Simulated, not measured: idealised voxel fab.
Name of the process module below: voxel ribs on slabs
In the cross-section labelled cut, the width is 275 nm and each square cell is 5 nm.
Think of the cross-section as a grid of square cells. We describe it in bands, top to bottom, and each band covers one or more rows of those cells.
Per band: top height and bottom height in nm, followed by the left-to-right materials and their widths in nm; "throughout" marks a single material spanning edge to edge, "blank" marks empty space.
Height datum 0, below which the as-received substrate wafer is one material. Lowest band open at the bottom, running downward: "top 0, no bottom".
So if you see something like "30..40" for the width, read it as the top row of the band sitting at the first number and the bottom row at the second, with every row in between moving by the same amount as the last.
"nothing was modified" after a step means that no cell of the cross-section changed.
Listed in "Enclosed cavity list": every empty space of 8 or more cells without an open way to the top. Form: width x height at distance, the distance being from the left edge, all in nm.
Where a step's line continues beyond its settings, the continuation is a remark by the simulator itself on that step.
"overlay nm", when on a step's line for a step with a mask, measures how far to the right of its planned place the mask lay; a negative measure means to the left.
Each of the pairs that make up the rest of this document says: here is the cross-section before one process step, here is the cross-section after it, drawn only down to the lowest band that changed, and here, under the pair, is the step lying between them with its settings. Different pairs may come from different runs of this module on the same starting wafer, so a pair continues from the pair above it only where its entry headed "Before processing" says so.
Before processing
    top 0, no bottom: Si throughout
    Enclosed cavity list: none
Step Outcome
    top 25, bottom 0: SiO2 throughout
    Everything under 0 stays put, no change at all.
    Enclosed cavity list: none
Looking at the two cross-sections above, the step in the middle is DIRECTIONAL_DEP | material SiO2 | thk nm 25
Before processing: as in the pair right above, post-step view.
Step Outcome
    top 50, bottom 25: SiN throughout
    Everything under 25 stays put, no change at all.
    Enclosed cavity list: none
Looking at the two cross-sections above, the step in the middle is DIRECTIONAL_DEP | material SiN | thk nm 25
Before processing: as in the pair right above, post-step view.
Step Outcome
    top 65, bottom 50: 125 of blank | 25 of resist | 125 of blank
    Everything under 50 stays put, no change at all.
    Enclosed cavity list: none
Looking at the two cross-sections above, the step in the middle is PATTERN | tone cover | mask id RIB | material resist | width nm 25 | thk nm 15 | overlay nm 0
Before processing: as in the pair right above, post-step view.
Step Outcome
    top 65, bottom 50: 125 of blank | 25 of resist | 125 of blank
    top 50, bottom 30: 125 of blank | 25 of SiN | 125 of blank
    Everything under 30 stays put, no change at all.
    Enclosed cavity list: none
Looking at the two cross-sections above, the step in the middle is DIRECTIONAL_ETCH | etch materials SiN | depth nm 20
Before processing: as in the pair right above, post-step view.
Step Outcome
    top 50, bottom 30: 125 of blank | 25 of SiN | 125 of blank
    Everything under 30 stays put, no change at all.
    Enclosed cavity list: none
Looking at the two cross-sections above, the step in the middle is STRIP | etch materials resist
Before processing: as in the pair right above, post-step view.
Step Outcome
    top 50, bottom 30: 125 of blank | 25 of SiN | 125 of blank
    top 30, bottom 25: 95 of blank | 85 of SiN | 95 of blank
    Everything under 25 stays put, no change at all.
    Enclosed cavity list: none
Looking at the two cross-sections above, the step in the middle is MASKED_ETCH | tone cover | mask id SLAB | width nm 85 | etch materials SiN | depth nm 5 | overlay nm 0
Before processing: as in the pair right above, post-step view.
Step Outcome
    top 75, bottom 50: SiO2 throughout
    top 50, bottom 30: 125 of SiO2 | 25 of SiN | 125 of SiO2
    top 30, bottom 25: 95 of SiO2 | 85 of SiN | 95 of SiO2
    Everything under 25 stays put, no change at all.
    Enclosed cavity list: none
Looking at the two cross-sections above, the step in the middle is FILL_DEP | material SiO2 | thk nm 25
Before processing: as in the pair right above, post-step view.
Step Outcome
    top 70, bottom 50: SiO2 throughout
    Everything under 50 stays put, no change at all.
    Enclosed cavity list: none
Looking at the two cross-sections above, the step in the middle is CMP | height nm 70
Before processing: as in the pair right above, post-step view.
Step Outcome
    top 75, bottom 70: W throughout
    Everything under 70 stays put, no change at all.
    Enclosed cavity list: none
Looking at the two cross-sections above, the step in the middle is DIRECTIONAL_DEP | material W | thk nm 5
Before processing: as in the pair right above, post-step view.
Step Outcome
    top 75, bottom 70: 120 of blank | 35 of W | 120 of blank
    Everything under 70 stays put, no change at all.
    Enclosed cavity list: none
Looking at the two cross-sections above, the step in the middle is MASKED_ETCH | tone cover | mask id HEATER | width nm 35 | etch materials W | depth nm 5 | overlay nm 0
Before processing: as in the pair right above, post-step view.
Step Outcome
    top 85, bottom 80: 110 of blank | 55 of SiO2 | 110 of blank
    top 80, bottom 75: SiO2 throughout
    top 75, bottom 70: 120 of SiO2 | 35 of W | 120 of SiO2
    Everything under 70 stays put, no change at all.
    Enclosed cavity list: none
Looking at the two cross-sections above, the step in the middle is CONFORMAL_DEP | material SiO2 | thk nm 10
Before processing
    top 25, bottom 0: SiO2 throughout
    top 0, no bottom: Si throughout
    Enclosed cavity list: none
Step Outcome
    top 50, bottom 0: SiO2 throughout
    Everything under 0 stays put, no change at all.
    Enclosed cavity list: none
Looking at the two cross-sections above, the step in the middle is DIRECTIONAL_DEP | material SiO2 | thk nm 25
Before processing: as in the pair right above, post-step view.
Step Outcome
    top 75, bottom 50: SiN throughout
    Everything under 50 stays put, no change at all.
    Enclosed cavity list: none
Looking at the two cross-sections above, the step in the middle is DIRECTIONAL_DEP | material SiN | thk nm 25
Before processing: as in the pair right above, post-step view.
Step Outcome
    top 90, bottom 75: 125 of blank | 25 of resist | 125 of blank
    Everything under 75 stays put, no change at all.
    Enclosed cavity list: none
Looking at the two cross-sections above, the step in the middle is PATTERN | tone cover | mask id RIB | material resist | width nm 25 | thk nm 15 | overlay nm 0
Before processing: as in the pair right above, post-step view.
Step Outcome
    top 90, bottom 75: 125 of blank | 25 of resist | 125 of blank
    top 75, bottom 55: 125 of blank | 25 of SiN | 125 of blank
    Everything under 55 stays put, no change at all.
    Enclosed cavity list: none
Looking at the two cross-sections above, the step in the middle is DIRECTIONAL_ETCH | etch materials SiN | depth nm 20
Before processing: as in the pair right above, post-step view.
Step Outcome
    top 75, bottom 55: 125 of blank | 25 of SiN | 125 of blank
    Everything under 55 stays put, no change at all.
    Enclosed cavity list: none
Looking at the two cross-sections above, the step in the middle is STRIP | etch materials resist
Before processing: as in the pair right above, post-step view.
Step Outcome
    top 75, bottom 55: 125 of blank | 25 of SiN | 125 of blank
    top 55, bottom 50: 95 of blank | 85 of SiN | 95 of blank
    Everything under 50 stays put, no change at all.
    Enclosed cavity list: none
Looking at the two cross-sections above, the step in the middle is MASKED_ETCH | tone cover | mask id SLAB | width nm 85 | etch materials SiN | depth nm 5 | overlay nm 0
Before processing: as in the pair right above, post-step view.
Step Outcome
    top 100, bottom 75: SiO2 throughout
    top 75, bottom 55: 125 of SiO2 | 25 of SiN | 125 of SiO2
    top 55, bottom 50: 95 of SiO2 | 85 of SiN | 95 of SiO2
    Everything under 50 stays put, no change at all.
    Enclosed cavity list: none
Looking at the two cross-sections above, the step in the middle is FILL_DEP | material SiO2 | thk nm 25
Before processing: as in the pair right above, post-step view.
Step Outcome
    top 70, bottom 55: 125 of SiO2 | 25 of SiN | 125 of SiO2
    Everything under 55 stays put, no change at all.
    Enclosed cavity list: none
Looking at the two cross-sections above, the step in the middle is CMP | height nm 70
Before processing: as in the pair right above, post-step view.
Step Outcome
    top 75, bottom 70: W throughout
    Everything under 70 stays put, no change at all.
    Enclosed cavity list: none
Looking at the two cross-sections above, the step in the middle is DIRECTIONAL_DEP | material W | thk nm 5
Before processing: as in the pair right above, post-step view.
Step Outcome
    top 75, bottom 70: 120 of blank | 35 of W | 120 of blank
    Everything under 70 stays put, no change at all.
    Enclosed cavity list: none
Looking at the two cross-sections above, the step in the middle is MASKED_ETCH | tone cover | mask id HEATER | width nm 35 | etch materials W | depth nm 5 | overlay nm 0
Before processing: as in the pair right above, post-step view.
Step Outcome
    top 85, bottom 80: 110 of blank | 55 of SiO2 | 110 of blank
    top 80, bottom 75: SiO2 throughout
    top 75, bottom 70: 120 of SiO2 | 35 of W | 120 of SiO2
    Everything under 70 stays put, no change at all.
    Enclosed cavity list: none
Looking at the two cross-sections above, the step in the middle is CONFORMAL_DEP | material SiO2 | thk nm 10
Before processing
    top 0, no bottom: Si throughout
    Enclosed cavity list: none
Step Outcome
    top 25, bottom 0: SiN throughout
    Everything under 0 stays put, no change at all.
    Enclosed cavity list: none
Looking at the two cross-sections above, the step in the middle is DIRECTIONAL_DEP | material SiN | thk nm 25
Before processing: as in the pair right above, post-step view.
Step Outcome
    top 50, bottom 25: SiO2 throughout
    Everything under 25 stays put, no change at all.
    Enclosed cavity list: none
Looking at the two cross-sections above, the step in the middle is DIRECTIONAL_DEP | material SiO2 | thk nm 25
Before processing: as in the pair right above, post-step view.
Step Outcome
    top 65, bottom 50: 125 of blank | 25 of resist | 125 of blank
    Everything under 50 stays put, no change at all.
    Enclosed cavity list: none
Looking at the two cross-sections above, the step in the middle is PATTERN | tone cover | mask id RIB | material resist | width nm 25 | thk nm 15 | overlay nm 0
Before processing: as in the pair right above, post-step view.
Step Outcome
    top 50, bottom 25: SiO2 throughout
    Everything under 25 stays put, no change at all.
    Enclosed cavity list: none
Looking at the two cross-sections above, the step in the middle is STRIP | etch materials resist
Before processing: as in the pair right above, post-step view.
Step Outcome
    top 75, bottom 25: SiO2 throughout
    Everything under 25 stays put, no change at all.
    Enclosed cavity list: none
Looking at the two cross-sections above, the step in the middle is FILL_DEP | material SiO2 | thk nm 25
Before processing: as in the pair right above, post-step view.
Step Outcome
    top 70, bottom 25: SiO2 throughout
    Everything under 25 stays put, no change at all.
    Enclosed cavity list: none
Looking at the two cross-sections above, the step in the middle is CMP | height nm 70
Before processing: as in the pair right above, post-step view.
Step Outcome
    top 75, bottom 70: W throughout
    Everything under 70 stays put, no change at all.
    Enclosed cavity list: none
Looking at the two cross-sections above, the step in the middle is DIRECTIONAL_DEP | material W | thk nm 5
Before processing: as in the pair right above, post-step view.
Step Outcome
    top 75, bottom 70: 120 of blank | 35 of W | 120 of blank
    Everything under 70 stays put, no change at all.
    Enclosed cavity list: none
Looking at the two cross-sections above, the step in the middle is MASKED_ETCH | tone cover | mask id HEATER | width nm 35 | etch materials W | depth nm 5 | overlay nm 0
Before processing: as in the pair right above, post-step view.
Step Outcome
    top 85, bottom 80: 110 of blank | 55 of SiO2 | 110 of blank
    top 80, bottom 75: SiO2 throughout
    top 75, bottom 70: 120 of SiO2 | 35 of W | 120 of SiO2
    Everything under 70 stays put, no change at all.
    Enclosed cavity list: none
Looking at the two cross-sections above, the step in the middle is CONFORMAL_DEP | material SiO2 | thk nm 10
Before processing
    top 75, bottom 70: 120 of blank | 35 of W | 120 of blank
    top 70, bottom 50: SiO2 throughout
    top 50, bottom 30: 125 of SiO2 | 25 of SiN | 125 of SiO2
    top 30, bottom 25: 95 of SiO2 | 85 of SiN | 95 of SiO2
    top 25, bottom 0: SiO2 throughout
    top 0, no bottom: Si throughout
    Enclosed cavity list: none
Step Outcome
    top 80, bottom 75: 115 of blank | 45 of SiO2 | 115 of blank
    top 75, bottom 70: 120 of SiO2 | 35 of W | 120 of SiO2
    Everything under 70 stays put, no change at all.
    Enclosed cavity list: none
Looking at the two cross-sections above, the step in the middle is CONFORMAL_DEP | material SiO2 | thk nm 5
Before processing
    top 50, bottom 30: 125 of blank | 25 of SiN | 125 of blank
    top 30, bottom 25: SiN throughout
    top 25, bottom 0: SiO2 throughout
    top 0, no bottom: Si throughout
    Enclosed cavity list: none
Step Outcome
    top 50, bottom 30: 125 of blank | 25 of SiN | 125 of blank
    top 30, bottom 25: 95 of blank | 90 of SiN | 90 of blank
    Everything under 25 stays put, no change at all.
    Enclosed cavity list: none
Looking at the two cross-sections above, the step in the middle is MASKED_ETCH | tone cover | mask id SLAB | width nm 90 | etch materials SiN | depth nm 5 | overlay nm 0
Before processing: as in the pair right above, post-step view.
Step Outcome
    top 75, bottom 50: SiO2 throughout
    top 50, bottom 30: 125 of SiO2 | 25 of SiN | 125 of SiO2
    top 30, bottom 25: 95 of SiO2 | 90 of SiN | 90 of SiO2
    Everything under 25 stays put, no change at all.
    Enclosed cavity list: none
Looking at the two cross-sections above, the step in the middle is FILL_DEP | material SiO2 | thk nm 25
Before processing: as in the pair right above, post-step view.
Step Outcome
    top 70, bottom 50: SiO2 throughout
    Everything under 50 stays put, no change at all.
    Enclosed cavity list: none
Looking at the two cross-sections above, the step in the middle is CMP | height nm 70
Before processing: as in the pair right above, post-step view.
Step Outcome
    top 75, bottom 70: W throughout
    Everything under 70 stays put, no change at all.
    Enclosed cavity list: none
Looking at the two cross-sections above, the step in the middle is DIRECTIONAL_DEP | material W | thk nm 5
Before processing: as in the pair right above, post-step view.
Step Outcome
    top 75, bottom 70: 120 of blank | 35 of W | 120 of blank
    Everything under 70 stays put, no change at all.
    Enclosed cavity list: none
Looking at the two cross-sections above, the step in the middle is MASKED_ETCH | tone cover | mask id HEATER | width nm 35 | etch materials W | depth nm 5 | overlay nm 0
Before processing: as in the pair right above, post-step view.
Step Outcome
    top 85, bottom 80: 110 of blank | 55 of SiO2 | 110 of blank
    top 80, bottom 75: SiO2 throughout
    top 75, bottom 70: 120 of SiO2 | 35 of W | 120 of SiO2
    Everything under 70 stays put, no change at all.
    Enclosed cavity list: none
Looking at the two cross-sections above, the step in the middle is CONFORMAL_DEP | material SiO2 | thk nm 10
Before processing
    top 75, bottom 70: W throughout
    top 70, bottom 50: SiO2 throughout
    top 50, bottom 30: 125 of SiO2 | 25 of SiN | 125 of SiO2
    top 30, bottom 25: 95 of SiO2 | 85 of SiN | 95 of SiO2
    top 25, bottom 0: SiO2 throughout
    top 0, no bottom: Si throughout
    Enclosed cavity list: none
Step Outcome
    top 75, bottom 70: 125 of blank | 35 of W | 115 of blank
    Everything under 70 stays put, no change at all.
    Enclosed cavity list: none
Looking at the two cross-sections above, the step in the middle is MASKED_ETCH | tone cover | mask id HEATER | width nm 35 | etch materials W | depth nm 5 | overlay nm 5
Before processing: as in the pair right above, post-step view.
Step Outcome
    top 85, bottom 80: 115 of blank | 55 of SiO2 | 105 of blank
    top 80, bottom 75: SiO2 throughout
    top 75, bottom 70: 125 of SiO2 | 35 of W | 115 of SiO2
    Everything under 70 stays put, no change at all.
    Enclosed cavity list: none
Looking at the two cross-sections above, the step in the middle is CONFORMAL_DEP | material SiO2 | thk nm 10
Before processing
    top 50, bottom 30: 125 of blank | 25 of SiN | 125 of blank
    top 30, bottom 25: 95 of blank | 85 of SiN | 95 of blank
    top 25, bottom 0: SiO2 throughout
    top 0, no bottom: Si throughout
    Enclosed cavity list: none
Step Outcome
    top 75, bottom 25: SiN throughout
    Everything under 25 stays put, no change at all.
    Enclosed cavity list: none
Looking at the two cross-sections above, the step in the middle is FILL_DEP | material SiN | thk nm 25
Before processing: as in the pair right above, post-step view.
Step Outcome
    top 70, bottom 25: SiN throughout
    Everything under 25 stays put, no change at all.
    Enclosed cavity list: none
Looking at the two cross-sections above, the step in the middle is CMP | height nm 70
Before processing: as in the pair right above, post-step view.
Step Outcome
    top 75, bottom 70: W throughout
    Everything under 70 stays put, no change at all.
    Enclosed cavity list: none
Looking at the two cross-sections above, the step in the middle is DIRECTIONAL_DEP | material W | thk nm 5
Before processing: as in the pair right above, post-step view.
Step Outcome
    top 75, bottom 70: 120 of blank | 35 of W | 120 of blank
    Everything under 70 stays put, no change at all.
    Enclosed cavity list: none
Looking at the two cross-sections above, the step in the middle is MASKED_ETCH | tone cover | mask id HEATER | width nm 35 | etch materials W | depth nm 5 | overlay nm 0
Before processing: as in the pair right above, post-step view.
Step Outcome
    top 85, bottom 80: 110 of blank | 55 of SiO2 | 110 of blank
    top 80, bottom 75: SiO2 throughout
    top 75, bottom 70: 120 of SiO2 | 35 of W | 120 of SiO2
    Everything under 70 stays put, no change at all.
    Enclosed cavity list: none
Looking at the two cross-sections above, the step in the middle is CONFORMAL_DEP | material SiO2 | thk nm 10
Before processing
    top 75, bottom 70: W throughout
    top 70, bottom 50: SiO2 throughout
    top 50, bottom 30: 125 of SiO2 | 25 of SiN | 125 of SiO2
    top 30, bottom 25: 95 of SiO2 | 85 of SiN | 95 of SiO2
    top 25, bottom 0: SiO2 throughout
    top 0, no bottom: Si throughout
    Enclosed cavity list: none
Step Outcome
    top 75, bottom 70: 120 of W | 35 of blank | 120 of W
    Everything under 70 stays put, no change at all.
    Enclosed cavity list: none
Looking at the two cross-sections above, the step in the middle is MASKED_ETCH | tone open | mask id HEATER | width nm 35 | etch materials W | depth nm 5 | overlay nm 0
Before processing: as in the pair right above, post-step view.
Step Outcome
    top 85, bottom 80: 130 of SiO2 | 15 of blank | 130 of SiO2
    top 80, bottom 75: SiO2 throughout
    top 75, bottom 70: 120 of W | 35 of SiO2 | 120 of W
    Everything under 70 stays put, no change at all.
    Enclosed cavity list: none
Looking at the two cross-sections above, the step in the middle is CONFORMAL_DEP | material SiO2 | thk nm 10
